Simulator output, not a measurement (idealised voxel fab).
process module | voxel transistor to metal
cross-section cut | 155 nm wide | cells 5 nm
A cross-section is a grid of square cells, given in bands from the top down. A band is one or more rows of cells.
Each band's line starts with the height of the band's top and of its bottom, in nm. Then come its materials from left to right, each with its width in nm. One material with "throughout" fills the band from edge to edge. "air" is empty space.
Height 0 is the level under which the wafer as received is all one material. The lowest band goes on downwards, as in "0 down".
A width such as "30 to 40" changes by the same amount from each row of cells to the next, from the band's top row to its bottom row.
"no change" after a step means that no cell of the cross-section changed.
closed voids: empty space of 8 cells or more with no open way to the top, each as width x height at its distance from the left edge, in nm
after a step's settings: what the simulator itself notes on the step
overlay nm, on a step with a mask: how far to the right of its planned place the mask lay; to the left if negative
plan
1 op RECEIVE | material Si
2 op OXIDIZE | depth nm 5
3 op CONFORMAL_DEP | material SiN | thk nm 10
4 op PATTERN | tone cover | mask id ACTIVE | material resist | width nm 100 | thk nm 20 | overlay nm 0
5 op DIRECTIONAL_ETCH | etch materials SiN | depth nm 10
6 op DIRECTIONAL_ETCH | etch materials SiO2 | depth nm 5
7 op DIRECTIONAL_ETCH | etch materials Si | depth nm 20
8 op STRIP | etch materials resist
9 op OXIDIZE | depth nm 5
10 op FILL_DEP | material SiO2 | thk nm 5
11 op CMP | height nm 10
12 op SELECTIVE_ETCH | etch materials SiO2 | depth nm 10
13 op STRIP | etch materials SiN
14 op SELECTIVE_ETCH | etch materials SiO2 | depth nm 5
15 op OXIDIZE | depth nm 5
16 op DIRECTIONAL_DEP | material polySi | thk nm 20
17 op DIRECTIONAL_DEP | material SiCN | thk nm 10
18 op PATTERN | tone cover | mask id GATE | material resist | width nm 20 | thk nm 20 | overlay nm 0
19 op DIRECTIONAL_ETCH | etch materials SiCN | depth nm 20
20 op DIRECTIONAL_ETCH | etch materials polySi | depth nm 30
21 op STRIP | etch materials resist
22 op CONFORMAL_DEP | material SiN | thk nm 5
23 op DIRECTIONAL_ETCH | etch materials SiN | depth nm 5
24 op DIRECTIONAL_ETCH | etch materials SiO2 | depth nm 5
25 op DIRECTIONAL_ETCH | etch materials Si | depth nm 5
26 op EPI | material pSi | thk nm 5
27 op FILL_DEP | material SiO2 | thk nm 10
28 op CMP | height nm 25
29 op DIRECTIONAL_DEP | material SiO2 | thk nm 15
30 op PATTERN | tone open | mask id CONTACT | material resist | width nm 30 | pitch nm 60 | thk nm 15 | overlay nm 0
31 op DIRECTIONAL_ETCH | etch materials SiO2 | depth nm 50
32 op STRIP | etch materials resist
33 op CONFORMAL_DEP | material TiN | thk nm 5
34 op FILL_DEP | material Ru | thk nm 10
35 op CMP | height nm 40
36 op CONFORMAL_DEP | material SiCN | thk nm 5
37 op DIRECTIONAL_DEP | material SiO2 | thk nm 20
38 op DIRECTIONAL_DEP | material aC | thk nm 10
39 op PATTERN | tone open | mask id METAL_1 | material resist | width nm 20 | pitch nm 70 | thk nm 25 | overlay nm 0
40 op DIRECTIONAL_ETCH | etch materials aC | depth nm 10
41 op STRIP | etch materials resist
42 op DIRECTIONAL_ETCH | etch materials SiO2 | depth nm 20
43 op DIRECTIONAL_ETCH | etch materials SiCN | depth nm 5
44 op STRIP | etch materials aC
45 op CONFORMAL_DEP | material TiN | thk nm 5
46 op FILL_DEP | material Ru | thk nm 10
47 op CMP | height nm 65
48 op EPI | material Ru | thk nm 5
49 op FILL_DEP | material SiCN | thk nm 5
50 op DIRECTIONAL_DEP | material lowk | thk nm 30
51 op MASKED_ETCH | tone open | mask id METAL_2 | width nm 20 | pitch nm 70 | etch materials lowk | depth nm 15 | overlay nm 0
52 op MASKED_ETCH | tone open | mask id METAL_2_HOLES | width nm 15 | pitch nm 70 | etch materials lowk | depth nm 15 | overlay nm 0
53 op MASKED_ETCH | tone open | mask id METAL_2_HOLES | width nm 15 | pitch nm 70 | etch materials SiCN | depth nm 5 | overlay nm 0
54 op CONFORMAL_DEP | material TiN | thk nm 5
55 op FILL_DEP | material Ru | thk nm 10
56 op CMP | height nm 105
57 op CONFORMAL_DEP | material SiN | thk nm 5
as received, after step 1
  0 down: Si throughout
  closed voids: none
first wafer at the end, as planned
  110 to 105: SiN throughout
  105 to 95: lowk 30 | TiN 5 | Ru 10 | TiN 5 | lowk 50 | TiN 5 | Ru 10 | TiN 5 | lowk 35
  95 to 90: lowk 30 | TiN 5 | Ru 5 | TiN 10 | lowk 50 | TiN 5 | Ru 5 | TiN 10 | lowk 35
  90 to 75: lowk 30 | TiN 5 | Ru 5 | TiN 5 | lowk 55 | TiN 5 | Ru 5 | TiN 5 | lowk 40
  75 to 70: SiCN 30 | TiN 15 | SiCN 55 | TiN 15 | SiCN 40
  70 to 65: SiCN 25 | Ru 30 | SiCN 40 | Ru 30 | SiCN 30
  65 to 45: SiO2 30 | TiN 5 | Ru 10 | TiN 5 | SiO2 50 | TiN 5 | Ru 10 | TiN 5 | SiO2 35
  45 to 40: SiCN 30 | TiN 20 | SiCN 50 | TiN 20 | SiCN 35
  40 to 25: SiO2 30 | TiN 5 | Ru 20 | TiN 5 | SiO2 30 | TiN 5 | Ru 20 | TiN 5 | SiO2 35
  25 to 15: SiO2 30 | TiN 5 | Ru 20 | TiN 5 | SiN 5 | SiCN 20 | SiN 5 | TiN 5 | Ru 20 | TiN 5 | SiO2 35
  15 to 0: SiO2 30 | TiN 5 | Ru 20 | TiN 5 | SiN 5 | polySi 20 | SiN 5 | TiN 5 | Ru 20 | TiN 5 | SiO2 35
  0 to -5: SiO2 30 | TiN 5 | Ru 15 | TiN 10 | SiN 5 | polySi 20 | SiN 5 | TiN 10 | Ru 15 | TiN 5 | SiO2 35
  -5 to -10: SiO2 30 | TiN 25 | pSi 5 | SiO2 30 | pSi 5 | TiN 25 | SiO2 35
  -10 to -15: SiO2 30 | pSi 30 | Si 30 | pSi 30 | SiO2 35
  -15 to -30: SiO2 30 | Si 90 | SiO2 35
  -30 down: Si throughout
  closed voids: none
second wafer at the end: like start, like plan, one mistake
  110 to 105: SiN throughout
  105 to 85: lowk 30 | TiN 5 | Ru 10 | TiN 5 | lowk 50 | TiN 5 | Ru 10 | TiN 5 | lowk 35
  85 to 75: lowk 30 | TiN 5 | Ru 5 | TiN 10 to 5 | lowk 50 to 55 | TiN 5 | Ru 5 | TiN 10 to 5 | lowk 35 to 40
  75 to 70: SiCN 30 | TiN 15 | SiCN 55 | TiN 15 | SiCN 40
  70 to 65: SiCN 25 | Ru 30 | SiCN 40 | Ru 30 | SiCN 30
  65 to 45: SiO2 30 | TiN 5 | Ru 10 | TiN 5 | SiO2 50 | TiN 5 | Ru 10 | TiN 5 | SiO2 35
  45 to 40: SiCN 30 | TiN 20 | SiCN 50 | TiN 20 | SiCN 35
  40 to 25: SiO2 30 | TiN 5 | Ru 20 | TiN 5 | SiO2 30 | TiN 5 | Ru 20 | TiN 5 | SiO2 35
  25 to 15: SiO2 30 | TiN 5 | Ru 20 | TiN 5 | SiN 5 | SiCN 20 | SiN 5 | TiN 5 | Ru 20 | TiN 5 | SiO2 35
  15 to 0: SiO2 30 | TiN 5 | Ru 20 | TiN 5 | SiN 5 | polySi 20 | SiN 5 | TiN 5 | Ru 20 | TiN 5 | SiO2 35
  0 to -5: SiO2 30 | TiN 5 | Ru 15 | TiN 10 | SiN 5 | polySi 20 | SiN 5 | TiN 10 | Ru 15 | TiN 5 | SiO2 35
  -5 to -10: SiO2 30 | TiN 25 | pSi 5 | SiO2 30 | pSi 5 | TiN 25 | SiO2 35
  -10 to -15: SiO2 30 | pSi 30 | Si 30 | pSi 30 | SiO2 35
  -15 to -30: SiO2 30 | Si 90 | SiO2 35
  -30 down: Si throughout
  closed voids: none
what went wrong: step 51 ran as: op MASKED_ETCH | tone open | mask id METAL_2 | width nm 20 | pitch nm 70 | etch materials lowk | depth nm 25 | overlay nm 0
at the end the second wafer has, in cells: 4 more of Ru | 4 fewer of lowk
